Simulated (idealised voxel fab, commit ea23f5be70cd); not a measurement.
The process module that follows is named voxel self aligned vias.
FYI the section here is cut, 280 nm wide, cells are 5 nm squares.
When this document writes out a cross-section, it uses a grid of square cells and lists it as bands, beginning at the top and moving down, with a band standing for one or more rows of cells.
Quick guide to a band line: top height, bottom height (nm) up front; then every material left to right with its width in nm. Only one material and it's marked "everywhere"? Then it fills the band edge to edge. And "empty" just means empty space.
The reference from which all heights are counted is 0, the level beneath which the as-received wafer is entirely one material; the lowest band, having no lower bound, proceeds downward and is written after the example "z 0 and below".
Think of "30 to 40" as a width that walks from the first number to the second as you go down the band, top row to bottom row, taking equal-sized steps from row to row.
Step marked "same as before"? Then no cell in the cross-section changed in it.
Basically, "Closed cavity list" tells you about the enclosed voids: empty spaces with no open way to the top, 8 cells or bigger, each written width x height at distance, where distance is from the left edge, all in nm.
The remark found on a step's line after its settings is issued by the simulator itself and pertains to that step.
overlay nm: on a step with a mask, how far right of its planned place the mask lay; negative means left.
### Planned process steps
1 RECEIVE, material Si
2 CONFORMAL_DEP, material SiO2, thk nm 10
3 CONFORMAL_DEP, material SiCN, thk nm 5
4 DIRECTIONAL_DEP, material lowk, thk nm 30
5 DIRECTIONAL_DEP, material aC, thk nm 15
6 PATTERN, tone open, mask id LINES, material resist, width nm 30, pitch nm 65, thk nm 35, overlay nm 0
7 DIRECTIONAL_ETCH, etch materials aC, depth nm 15
8 STRIP, etch materials resist
9 DIRECTIONAL_ETCH, etch materials lowk, depth nm 30
10 STRIP, etch materials aC
11 CONFORMAL_DEP, material TiN, thk nm 5
12 FILL_DEP, material W, thk nm 10
13 CMP, height nm 45
14 SELECTIVE_ETCH, etch materials W Ru TiN, depth nm 10
15 FILL_DEP, material SiN, thk nm 5
16 CMP, height nm 45
17 DIRECTIONAL_DEP, material lowk, thk nm 20
18 MASKED_ETCH, tone open, mask id VIAS, width nm 50, pitch nm 65, etch materials lowk, depth nm 20, overlay nm 0
19 MASKED_ETCH, tone open, mask id VIAS, width nm 50, pitch nm 65, etch materials SiN, depth nm 10, overlay nm 0
20 CONFORMAL_DEP, material TiN, thk nm 5
21 FILL_DEP, material Ru, thk nm 10
22 CMP, height nm 65
23 CONFORMAL_DEP, material SiN, thk nm 5
### What follows covers the first of two wafers; it ran as planned
### Wafer as received: cross-section following step 1
- z 0 and below  Si everywhere
- Closed cavity list: none
### Wafer section view after processing step 2
- z 10 to 0  SiO2 everywhere
- Unchanged below 0.
### Wafer section view after processing step 3
- z 15 to 10  SiCN everywhere
- Unchanged below 10.
### Wafer section view after processing step 4
- z 45 to 15  lowk everywhere
- Unchanged below 15.
### Wafer section view after processing step 5
- z 60 to 45  aC everywhere
- Unchanged below 45.
### Wafer section view after processing step 6
- z 95 to 60  60 of resist, 30 of empty, 35 of resist, 30 of empty, 35 of resist, 30 of empty, 60 of resist
- Unchanged below 60.
### Wafer section view after processing step 7
- z 80 to 60  60 of resist, 30 of empty, 35 of resist, 30 of empty, 35 of resist, 30 of empty, 60 of resist
- z 60 to 45  60 of aC, 30 of empty, 35 of aC, 30 of empty, 35 of aC, 30 of empty, 60 of aC
- Unchanged below 45.
### Wafer section view after processing step 8
- z 60 to 45  60 of aC, 30 of empty, 35 of aC, 30 of empty, 35 of aC, 30 of empty, 60 of aC
- Unchanged below 45.
### Wafer section view after processing step 9
- z 60 to 45  60 of aC, 30 of empty, 35 of aC, 30 of empty, 35 of aC, 30 of empty, 60 of aC
- z 45 to 15  60 of lowk, 30 of empty, 35 of lowk, 30 of empty, 35 of lowk, 30 of empty, 60 of lowk
- Unchanged below 15.
### Wafer section view after processing step 10
- z 45 to 15  60 of lowk, 30 of empty, 35 of lowk, 30 of empty, 35 of lowk, 30 of empty, 60 of lowk
- Unchanged below 15.
### Wafer section view after processing step 11
- z 50 to 45  65 of TiN, 20 of empty, 45 of TiN, 20 of empty, 45 of TiN, 20 of empty, 65 of TiN
- z 45 to 20  60 of lowk, 5 of TiN, 20 of empty, 5 of TiN, 35 of lowk, 5 of TiN, 20 of empty, 5 of TiN, 35 of lowk, 5 of TiN, 20 of empty, 5 of TiN, 60 of lowk
- z 20 to 15  60 of lowk, 30 of TiN, 35 of lowk, 30 of TiN, 35 of lowk, 30 of TiN, 60 of lowk
- Unchanged below 15.
### Wafer section view after processing step 12
- z 60 to 50  W everywhere
- z 50 to 45  65 of TiN, 20 of W, 45 of TiN, 20 of W, 45 of TiN, 20 of W, 65 of TiN
- z 45 to 20  60 of lowk, 5 of TiN, 20 of W, 5 of TiN, 35 of lowk, 5 of TiN, 20 of W, 5 of TiN, 35 of lowk, 5 of TiN, 20 of W, 5 of TiN, 60 of lowk
- Unchanged below 20.
### Wafer section view after processing step 13
- z 45 to 20  60 of lowk, 5 of TiN, 20 of W, 5 of TiN, 35 of lowk, 5 of TiN, 20 of W, 5 of TiN, 35 of lowk, 5 of TiN, 20 of W, 5 of TiN, 60 of lowk
- Unchanged below 20.
### Wafer section view after processing step 14
- z 45 to 35  60 of lowk, 30 of empty, 35 of lowk, 30 of empty, 35 of lowk, 30 of empty, 60 of lowk
- Unchanged below 35.
### Wafer section view after processing step 15
- z 50 to 45  SiN everywhere
- z 45 to 35  60 of lowk, 30 of SiN, 35 of lowk, 30 of SiN, 35 of lowk, 30 of SiN, 60 of lowk
- Unchanged below 35.
### Wafer section view after processing step 16
- z 45 to 35  60 of lowk, 30 of SiN, 35 of lowk, 30 of SiN, 35 of lowk, 30 of SiN, 60 of lowk
- Unchanged below 35.
### Wafer section view after processing step 17
- z 65 to 45  lowk everywhere
- Unchanged below 45.
### Wafer section view after processing step 18
- z 65 to 45  50 of lowk, 50 of empty, 15 of lowk, 50 of empty, 15 of lowk, 50 of empty, 50 of lowk
- Unchanged below 45.
### Wafer section view after processing step 19
- z 65 to 45  50 of lowk, 50 of empty, 15 of lowk, 50 of empty, 15 of lowk, 50 of empty, 50 of lowk
- z 45 to 35  60 of lowk, 30 of empty, 35 of lowk, 30 of empty, 35 of lowk, 30 of empty, 60 of lowk
- Unchanged below 35.
### Wafer section view after processing step 20
- z 70 to 65  55 of TiN, 40 of empty, 25 of TiN, 40 of empty, 25 of TiN, 40 of empty, 55 of TiN
- z 65 to 50  50 of lowk, 5 of TiN, 40 of empty, 5 of TiN, 15 of lowk, 5 of TiN, 40 of empty, 5 of TiN, 15 of lowk, 5 of TiN, 40 of empty, 5 of TiN, 50 of lowk
- z 50 to 40  50 to 60 of lowk, 15 to 5 of TiN, 20 of empty, 15 to 5 of TiN, 15 to 35 of lowk, 15 to 5 of TiN, 20 of empty, 15 to 5 of TiN, 15 to 35 of lowk, 15 to 5 of TiN, 20 of empty, 15 to 5 of TiN, 50 to 60 of lowk
- z 40 to 35  60 of lowk, 30 of TiN, 35 of lowk, 30 of TiN, 35 of lowk, 30 of TiN, 60 of lowk
- Unchanged below 35.
### Wafer section view after processing step 21
- z 80 to 70  Ru everywhere
- z 70 to 65  55 of TiN, 40 of Ru, 25 of TiN, 40 of Ru, 25 of TiN, 40 of Ru, 55 of TiN
- z 65 to 50  50 of lowk, 5 of TiN, 40 of Ru, 5 of TiN, 15 of lowk, 5 of TiN, 40 of Ru, 5 of TiN, 15 of lowk, 5 of TiN, 40 of Ru, 5 of TiN, 50 of lowk
- z 50 to 40  50 to 60 of lowk, 15 to 5 of TiN, 20 of Ru, 15 to 5 of TiN, 15 to 35 of lowk, 15 to 5 of TiN, 20 of Ru, 15 to 5 of TiN, 15 to 35 of lowk, 15 to 5 of TiN, 20 of Ru, 15 to 5 of TiN, 50 to 60 of lowk
- Unchanged below 40.
### Wafer section view after processing step 22
- z 65 to 50  50 of lowk, 5 of TiN, 40 of Ru, 5 of TiN, 15 of lowk, 5 of TiN, 40 of Ru, 5 of TiN, 15 of lowk, 5 of TiN, 40 of Ru, 5 of TiN, 50 of lowk
- Unchanged below 50.
### Wafer section view after processing step 23
- z 70 to 65  SiN everywhere
- Unchanged below 65.
### Regarding the second of the two wafers: it shared the first wafer's starting condition and process plan, yet one error occurred during its execution. Its history coincides with that of the first wafer up to and including step 17
### At the planned end of step 18, the second wafer in cross-section
- z 65 to 45  50 of empty, 50 of lowk, 15 of empty, 50 of lowk, 15 of empty, 50 of lowk, 50 of empty
- Unchanged below 45.
At the planned end of step 19, the second wafer in cross-section: same as before
### At the planned end of step 20, the second wafer in cross-section
- z 70 to 65  45 of empty, 60 of TiN, 5 of empty, 60 of TiN, 5 of empty, 60 of TiN, 45 of empty
- z 65 to 50  45 of empty, 5 of TiN, 50 of lowk, 5 of TiN, 5 of empty, 5 of TiN, 50 of lowk, 5 of TiN, 5 of empty, 5 of TiN, 50 of lowk, 5 of TiN, 45 of empty
- z 50 to 45  50 of TiN, 50 of lowk, 15 of TiN, 50 of lowk, 15 of TiN, 50 of lowk, 50 of TiN
- Unchanged below 45.
### At the planned end of step 21, the second wafer in cross-section
- z 80 to 70  Ru everywhere
- z 70 to 65  45 of Ru, 60 of TiN, 5 of Ru, 60 of TiN, 5 of Ru, 60 of TiN, 45 of Ru
- z 65 to 50  45 of Ru, 5 of TiN, 50 of lowk, 5 of TiN, 5 of Ru, 5 of TiN, 50 of lowk, 5 of TiN, 5 of Ru, 5 of TiN, 50 of lowk, 5 of TiN, 45 of Ru
- Unchanged below 50.
### At the planned end of step 22, the second wafer in cross-section
- z 65 to 50  45 of Ru, 5 of TiN, 50 of lowk, 5 of TiN, 5 of Ru, 5 of TiN, 50 of lowk, 5 of TiN, 5 of Ru, 5 of TiN, 50 of lowk, 5 of TiN, 45 of Ru
- Unchanged below 50.
### At the planned end of step 23, the second wafer in cross-section
- z 70 to 65  SiN everywhere
- Unchanged below 65.
What was the processing mistake? step 18 was processed under conditions differing from the plan, specifically as MASKED_ETCH, tone cover, mask id VIAS, width nm 50, pitch nm 65, etch materials lowk, depth nm 20, overlay nm 0
Final wafer comparison in cells, second versus first, more or fewer per material: 36 fewer of Ru, 36 more of SiN, 16 fewer of TiN, 16 more of lowk
